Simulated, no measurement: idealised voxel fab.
Name of the process module below: voxel capacitor over wiring
FYI the section here is cut, 270 nm wide, cells are 5 nm squares.
Cross-section, as written here: a square-cell grid given band by band from the top down, where a band holds one or more rows of cells. For a band, the entry starts with two heights in nm, that of the top and then that of the bottom, and carries on with the band's materials in order from left to right, each alongside its width in nm; the word "full width" beside a single material means it fills the band edge to edge, and "empty" means empty space. Heights are measured from 0, the level below which the as-received wafer is all one material; the lowest band has no bottom and continues downward, written as in "z 0 and below". The width entry "30..40" should be interpreted row by row: the top row of cells in the band takes the first number, the bottom row takes the second number, and the change between adjacent rows is uniform throughout. Reading "changes: none" for a step: not a cell of the cross-section changed in it. "Catalogued sealed voids" specifies each empty space that is not open to the top and that occupies no fewer than 8 cells, using the form width x height at distance, the distance measured from the left edge and all three quantities in nm. On each step's line, the part that comes after the settings is the simulator's own comment on the step. overlay nm: where the mask lay relative to plan, measured to the right, on steps with a mask; negatives go left.
# Process steps foreseen in the plan
1: RECEIVE (material Si)
2: CONFORMAL_DEP (material SiO2; thk nm 15)
3: CONFORMAL_DEP (material SiCN; thk nm 5)
4: DIRECTIONAL_DEP (material SiO2; thk nm 20)
5: PATTERN (tone open; mask id METAL_1; material resist; width nm 30; pitch nm 80; thk nm 20; overlay nm 0)
6: DIRECTIONAL_ETCH (etch materials SiO2; depth nm 20)
7: DIRECTIONAL_ETCH (etch materials SiCN; depth nm 5)
8: STRIP (etch materials resist)
9: CONFORMAL_DEP (material TiN; thk nm 5)
10: FILL_DEP (material Cu; thk nm 5)
11: CMP (height nm 40)
12: EPI (material Ru; thk nm 5)
13: FILL_DEP (material SiCN; thk nm 5)
14: DIRECTIONAL_DEP (material lowk; thk nm 20)
15: PATTERN (tone open; mask id PLUG_1; material resist; width nm 15; thk nm 15; overlay nm 0)
16: DIRECTIONAL_ETCH (etch materials lowk; depth nm 20)
17: DIRECTIONAL_ETCH (etch materials SiCN; depth nm 5)
18: STRIP (etch materials resist)
19: EPI (material Ru; thk nm 10)
20: EPI (material Ru; thk nm 10)
21: EPI (material Ru; thk nm 5)
22: DIRECTIONAL_DEP (material TiN; thk nm 5)
23: DIRECTIONAL_DEP (material Al2O3; thk nm 5)
24: DIRECTIONAL_DEP (material TiN; thk nm 10)
25: DIRECTIONAL_DEP (material aC; thk nm 15)
26: PATTERN (tone cover; mask id UPPER_PLATE; material resist; width nm 55; thk nm 35; overlay nm 0)
27: DIRECTIONAL_ETCH (etch materials aC; depth nm 15)
28: STRIP (etch materials resist)
29: DIRECTIONAL_ETCH (etch materials TiN; depth nm 10)
30: DIRECTIONAL_ETCH (etch materials Al2O3; depth nm 5)
31: STRIP (etch materials aC)
32: MASKED_ETCH (tone cover; mask id LOWER_PLATE; width nm 65; etch materials TiN; depth nm 5; overlay nm 0)
33: FILL_DEP (material SiO2; thk nm 20)
34: CMP (height nm 105)
35: PATTERN (tone open; mask id PLUG_2; material resist; width nm 15; thk nm 15; overlay nm 0)
36: DIRECTIONAL_ETCH (etch materials SiO2; depth nm 15)
37: STRIP (etch materials resist)
38: CONFORMAL_DEP (material TiN; thk nm 5)
39: FILL_DEP (material W; thk nm 10)
40: CMP (height nm 105)
41: CONFORMAL_DEP (material SiN; thk nm 5)
# So this is the incoming wafer in cross-section - it's already been through step 1
	z 0 and below: Si full width
	Catalogued sealed voids: none
# Here's the cross-section of the first of our two wafers at the end of the module - it ran as planned
	z 110 to 105: SiN full width
	z 105 to 95: SiO2 105 nm; TiN 5 nm; W 5 nm; TiN 5 nm; SiO2 150 nm
	z 95 to 90: SiO2 105 nm; TiN 15 nm; SiO2 150 nm
	z 90 to 80: SiO2 95 nm; TiN 55 nm; SiO2 120 nm
	z 80 to 75: SiO2 95 nm; Al2O3 55 nm; SiO2 120 nm
	z 75 to 70: SiO2 90 nm; TiN 65 nm; SiO2 115 nm
	z 70 to 50: lowk 95 nm; Ru 15 nm; lowk 160 nm
	z 50 to 45: SiCN 95 nm; Ru 15 nm; SiCN 160 nm
	z 45 to 40: SiCN 75 nm; Ru 40 nm; SiCN 40 nm; Ru 40 nm; SiCN 75 nm
	z 40 to 20: SiO2 80 nm; TiN 5 nm; Cu 20 nm; TiN 5 nm; SiO2 50 nm; TiN 5 nm; Cu 20 nm; TiN 5 nm; SiO2 80 nm
	z 20 to 15: SiCN 80 nm; TiN 30 nm; SiCN 50 nm; TiN 30 nm; SiCN 80 nm
	z 15 to 0: SiO2 full width
	z 0 and below: Si full width
	Catalogued sealed voids: none
# Second wafer cross-section at end of module - shared start and plan with the first, one mistake in the run
	z 110 to 105: SiN full width
	z 105 to 95: SiO2 105 nm; TiN 5 nm; W 5 nm; TiN 5 nm; SiO2 150 nm
	z 95 to 90: SiO2 105 nm; TiN 15 nm; SiO2 150 nm
	z 90 to 80: SiO2 95 nm; TiN 55 nm; SiO2 120 nm
	z 80 to 75: SiO2 95 nm; Al2O3 55 nm; SiO2 120 nm
	z 75 to 70: SiO2 90 nm; TiN 65 nm; SiO2 115 nm
	z 70 to 50: lowk 95 nm; Ru 15 nm; lowk 160 nm
	z 50 to 45: SiCN 95 nm; Ru 15 nm; SiCN 160 nm
	z 45 to 40: SiCN 75 nm; Ru 40 nm; SiCN 40 nm; Ru 40 nm; SiCN 75 nm
	z 40 to 30: SiO2 80 nm; TiN 5 nm; Cu 20 nm; TiN 5 nm; SiO2 50 nm; TiN 5 nm; Cu 20 nm; TiN 5 nm; SiO2 80 nm
	z 30 to 25: SiCN 80 nm; TiN 30 nm; SiCN 50 nm; TiN 30 nm; SiCN 80 nm
	z 25 to 0: SiO2 full width
	z 0 and below: Si full width
	Catalogued sealed voids: none
Error vs. plan: the process deviated at step 2: the operation and settings actually run there were CONFORMAL_DEP (material SiO2; thk nm 25)
End check, counted in cells, second wafer has more or fewer of these materials than the first: -16 Cu | +24 SiO2 | -8 TiN
